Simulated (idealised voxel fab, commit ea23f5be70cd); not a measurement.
process module | voxel released beams
cross-section cut | 300 nm wide | cells 5 nm
A cross-section is a grid of square cells, given in bands from the top down. A band is one or more rows of cells.
Each band's line starts with the height of the band's top and of its bottom, in nm. Then come its materials from left to right, each with its width in nm. One material with "throughout" fills the band from edge to edge. "air" is empty space.
Height 0 is the level under which the wafer as received is all one material. The lowest band goes on downwards, as in "0 down".
A width such as "30 to 40" changes by the same amount from each row of cells to the next, from the band's top row to its bottom row.
"no change" after a step means that no cell of the cross-section changed.
closed voids: empty space of 8 cells or more with no open way to the top, each as width x height at its distance from the left edge, in nm
after a step's settings: what the simulator itself notes on the step
overlay nm, on a step with a mask: how far to the right of its planned place the mask lay; to the left if negative
plan
1 op RECEIVE | material Si
2 op CONFORMAL_DEP | material SiN | thk nm 5
3 op DIRECTIONAL_DEP | material SiO2 | thk nm 15
4 op DIRECTIONAL_DEP | material aC | thk nm 10
5 op PATTERN | tone open | mask id ANCHOR | material resist | width nm 30 | thk nm 30 | overlay nm 0
6 op DIRECTIONAL_ETCH | etch materials aC | depth nm 10
7 op STRIP | etch materials resist
8 op DIRECTIONAL_ETCH | etch materials SiO2 | depth nm 15
9 op STRIP | etch materials aC
10 op CONFORMAL_DEP | material polySi | thk nm 10
11 op PATTERN | tone cover | mask id BEAM | material resist | width nm 105 | thk nm 15 | overlay nm 0
12 op DIRECTIONAL_ETCH | etch materials polySi | depth nm 10
13 op STRIP | etch materials resist
14 op STRIP | etch materials SiO2
as received, after step 1
  0 down: Si throughout
  closed voids: none
first wafer at the end, as planned
  30 to 20: air 95 | polySi 15 | air 10 | polySi 80 | air 100
  20 to 15: air 100 | polySi 10 | air 10 | polySi 10 | air 170
  15 to 5: air 100 | polySi 30 | air 170
  5 to 0: SiN throughout
  0 down: Si throughout
  closed voids: none
second wafer at the end: like start, like plan, one mistake
  30 to 20: air 95 | polySi 105 | air 100
  20 to 15: SiN throughout
  15 to 0: SiO2 throughout
  0 down: Si throughout
  closed voids: none
what went wrong: steps 2 and 3 were swapped
at the end the second wafer has, in cells: 180 more of SiO2 | 12 fewer of polySi
